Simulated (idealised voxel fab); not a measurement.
process module | voxel released beams
cross-section cut | 185 nm wide | cells 5 nm
A cross-section is a grid of square cells, given in bands from the top down. A band is one or more rows of cells.
Each band's line starts with the height of the band's top and of its bottom, in nm. Then come its materials from left to right, each with its width in nm. One material with "throughout" fills the band from edge to edge. "air" is empty space.
Height 0 is the level under which the wafer as received is all one material. The lowest band goes on downwards, as in "0 down".
A width such as "30 to 40" changes by the same amount from each row of cells to the next, from the band's top row to its bottom row.
"no change" after a step means that no cell of the cross-section changed.
closed voids: empty space of 8 cells or more with no open way to the top, each as width x height at its distance from the left edge, in nm
after a step's settings: what the simulator itself notes on the step
overlay nm, on a step with a mask: how far to the right of its planned place the mask lay; to the left if negative
plan
1 op RECEIVE | material Si
2 op CONFORMAL_DEP | material Al2O3 | thk nm 5
3 op DIRECTIONAL_DEP | material SiO2 | thk nm 10
4 op DIRECTIONAL_DEP | material aC | thk nm 10
5 op PATTERN | tone open | mask id ANCHOR | material resist | width nm 35 | thk nm 30 | overlay nm 0
6 op DIRECTIONAL_ETCH | etch materials aC | depth nm 10
7 op STRIP | etch materials resist
8 op DIRECTIONAL_ETCH | etch materials SiO2 | depth nm 10
9 op STRIP | etch materials aC
10 op CONFORMAL_DEP | material polySi | thk nm 10
11 op MASKED_ETCH | tone cover | mask id BEAM | width nm 95 | etch materials polySi | depth nm 10 | overlay nm 0
12 op STRIP | etch materials SiO2
first wafer, as planned
as received, after step 1
  0 down: Si throughout
  closed voids: none
after step 2
  5 to 0: Al2O3 throughout
  below 0: unchanged
after step 3
  15 to 5: SiO2 throughout
  below 5: unchanged
after step 4
  25 to 15: aC throughout
  below 15: unchanged
after step 5
  55 to 25: resist 45 | air 35 | resist 105
  below 25: unchanged
after step 6
  45 to 25: resist 45 | air 35 | resist 105
  25 to 15: aC 45 | air 35 | aC 105
  below 15: unchanged
after step 7
  25 to 15: aC 45 | air 35 | aC 105
  below 15: unchanged
after step 8
  25 to 15: aC 45 | air 35 | aC 105
  15 to 5: SiO2 45 | air 35 | SiO2 105
  below 5: unchanged
after step 9
  15 to 5: SiO2 45 | air 35 | SiO2 105
  below 5: unchanged
after step 10
  25 to 15: polySi 55 | air 15 | polySi 115
  15 to 5: SiO2 45 | polySi 35 | SiO2 105
  below 5: unchanged
after step 11
  25 to 15: air 40 | polySi 15 | air 15 | polySi 65 | air 50
  below 15: unchanged
after step 12
  25 to 15: air 40 | polySi 15 | air 15 | polySi 65 | air 50
  15 to 5: air 45 | polySi 35 | air 105
  below 5: unchanged
second wafer: like start, like plan, one mistake. Through step 10 it matches the first wafer
when step 11 should have ended
  25 to 20: air 40 | polySi 15 | air 15 | polySi 65 | air 50
  below 20: unchanged
when step 12 should have ended: no change
what went wrong: step 11 ran as: op MASKED_ETCH | tone cover | mask id BEAM | width nm 95 | etch materials polySi | depth nm 5 | overlay nm 0
at the end the second wafer has, in cells: 60 more of SiO2 | 18 more of polySi
